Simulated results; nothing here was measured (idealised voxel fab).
Process module under the name voxel air gaps
The cross-section shown here is cut; it is 245 nm wide and divided into square cells measuring 5 nm on a side.
In what follows, cross-sections appear as grids of square cells, described through bands that run from the top down, where every band is one or more rows of cells.
Quick guide to a band line: top height, bottom height (nm) up front; then every material left to right with its width in nm. Only one material and it's marked "throughout"? Then it fills the band edge to edge. And "empty" just means empty space.
Height 0 is the level under which the wafer as received is all one material. The lowest band goes on downwards, as in "0 nm and below".
So if you see something like "30->40" for the width, read it as the top row of the band sitting at the first number and the bottom row at the second, with every row in between moving by the same amount as the last.
"left unchanged" means the step left every cell of the cross-section as it was.
"Enclosed internal voids": sealed empty spaces, 8 cells or more, no open way to top, listed width x height at distance, with distance from the left edge and width, height and distance in nm.
If you see something after the settings on a step's line, that's the simulator's own remark about that step.
When a step includes a mask, the "overlay nm" setting on its line states how far to the right of its planned place that mask lay, and negative values state how far to the left.

The steps planned for the process are as follows
1: op RECEIVE | material Si
2: op CONFORMAL_DEP | material SiO2 | thk nm 10
3: op CONFORMAL_DEP | material SiCN | thk nm 5
4: op DIRECTIONAL_DEP | material SiO2 | thk nm 40
5: op MASKED_ETCH | tone open | mask id LINES | width nm 25 | pitch nm 50 | etch materials SiO2 | depth nm 40 | overlay nm 0
6: op CONFORMAL_DEP | material TiN | thk nm 5
7: op FILL_DEP | material W | thk nm 5
8: op CMP | height nm 55
9: op EPI | material Ru | thk nm 10
10: op SELECTIVE_ETCH | etch materials SiO2 | depth nm 50
11: op CONFORMAL_DEP | material SiCN | thk nm 5

Cross-section: wafer on arrival = after step 1
> 0 nm and below = Si throughout
> Enclosed internal voids: none

First wafer at the end, as planned
> 70 nm to 65 nm = empty 45 nm, then SiCN 155 nm, then empty 45 nm
> 65 nm to 55 nm = empty 45 nm, then SiCN 5 nm, then Ru 45 nm, then SiCN 5 nm, then Ru 45 nm, then SiCN 5 nm, then Ru 45 nm, then SiCN 5 nm, then empty 45 nm
> 55 nm to 50 nm = empty 45 nm, then SiCN 15 nm, then TiN 5 nm, then W 15 nm, then TiN 5 nm, then SiCN 25 nm, then TiN 5 nm, then W 15 nm, then TiN 5 nm, then SiCN 25 nm, then TiN 5 nm, then W 15 nm, then TiN 5 nm, then SiCN 15 nm, then empty 45 nm
> 50 nm to 20 nm = empty 55 nm, then SiCN 5 nm, then TiN 5 nm, then W 15 nm, then TiN 5 nm, then SiCN 5 nm, then empty 15 nm, then SiCN 5 nm, then TiN 5 nm, then W 15 nm, then TiN 5 nm, then SiCN 5 nm, then empty 15 nm, then SiCN 5 nm, then TiN 5 nm, then W 15 nm, then TiN 5 nm, then SiCN 5 nm, then empty 55 nm
> 20 nm to 15 nm = SiCN 60 nm, then TiN 25 nm, then SiCN 25 nm, then TiN 25 nm, then SiCN 25 nm, then TiN 25 nm, then SiCN 60 nm
> 15 nm to 10 nm = SiCN throughout
> 10 nm to 0 nm = SiO2 throughout
> 0 nm and below = Si throughout
> Enclosed internal voids: 15 x 30 at 90; 15 x 30 at 140

This cross-section belongs to the second wafer of two at the end of the module; the start and the plan were shared with the first, and the run included one mistake
> 60 nm to 50 nm = SiCN throughout
> 50 nm to 0 nm = SiO2 throughout
> 0 nm and below = Si throughout
> Enclosed internal voids: none
The plan and the run diverged here: note: step 3 <-> step 4, run order reversed vs plan
Final tally in cells, some materials are higher or lower on the second wafer than on the first: Ru: 54 fewer; SiCN: 76 fewer; SiO2: 392 more; TiN: 57 fewer; W: 63 fewer
The closed voids present at the end amount to 2 for the first wafer and 0 for the second wafer.
